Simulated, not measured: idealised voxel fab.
The name of this process module is voxel tone inversion.
Section cut is 220 nm wide and gridded with 5 nm square cells.
In this document a cross-section is written as a grid of square cells. It is given as a series of bands, listed from the top down, and a band is one or more rows of cells. The entry gives the band's vertical extent as a top height and a bottom height in nm, then its horizontal make-up as materials from left to right, each with a width in nm. "blank" stands for empty space; a single material marked "throughout" fills the band edge to edge. Beneath 0, the wafer as received is one material, and that level is where height counting begins. The lowest band goes on downward without a bottom; it is written like "top 0, no bottom". With a width like "30 to 40", each row of cells in the band differs from the next by the same amount, the top row carrying the first number and the bottom row the second. The cross-section has no changed cell in any step marked "nothing changed". Empty spaces without an open route to the top, at least 8 cells in extent, make up the entry "Enclosed void list"; each is given as width x height at distance, where the distance is measured from the left edge, and all are in nm. The remark found on a step's line after its settings is issued by the simulator itself and pertains to that step. The optional step-line setting "overlay nm" applies to steps with a mask and quantifies how far to the right of its planned location the mask lay, a negative value indicating leftward placement.

# The process steps that were planned are listed below
1) op RECEIVE | material Si
2) op CONFORMAL_DEP | material SiN | thk nm 10
3) op DIRECTIONAL_DEP | material polySi | thk nm 25
4) op PATTERN | tone cover | mask id POSTS | material resist | width nm 15 | pitch nm 45 | thk nm 30 | overlay nm 0
5) op DIRECTIONAL_ETCH | etch materials polySi | depth nm 25
6) op STRIP | etch materials resist
7) op FILL_DEP | material lowk | thk nm 10
8) op CMP | height nm 35
9) op STRIP | etch materials polySi
10) op CONFORMAL_DEP | material TiN | thk nm 5
11) op FILL_DEP | material Cu | thk nm 5
12) op CMP | height nm 35
13) op CONFORMAL_DEP | material SiCN | thk nm 5
The wafers in this document start out alike and differ in the width nm applied at step 4; the plan shows the value used for the first wafer.

# Cross-sectional view of the first of several wafers in the as-received condition, corresponding to the state following step 1
* top 0, no bottom: Si throughout
* Enclosed void list: none

# Tabulated below, wafer by wafer, are the end-of-module results: for each material, the number of cells gained (+) or lost (-) relative to the as-received state, followed by the closed voids
width nm 15 | +16 Cu | +44 SiCN | +88 SiN | +44 TiN | +160 lowk | Enclosed void list: none
width nm 20 | +32 Cu | +44 SiCN | +88 SiN | +48 TiN | +140 lowk | Enclosed void list: none
width nm 25 | +48 Cu | +44 SiCN | +88 SiN | +52 TiN | +120 lowk | Enclosed void list: none
width nm 30 | +64 Cu | +44 SiCN | +88 SiN | +56 TiN | +100 lowk | Enclosed void list: none
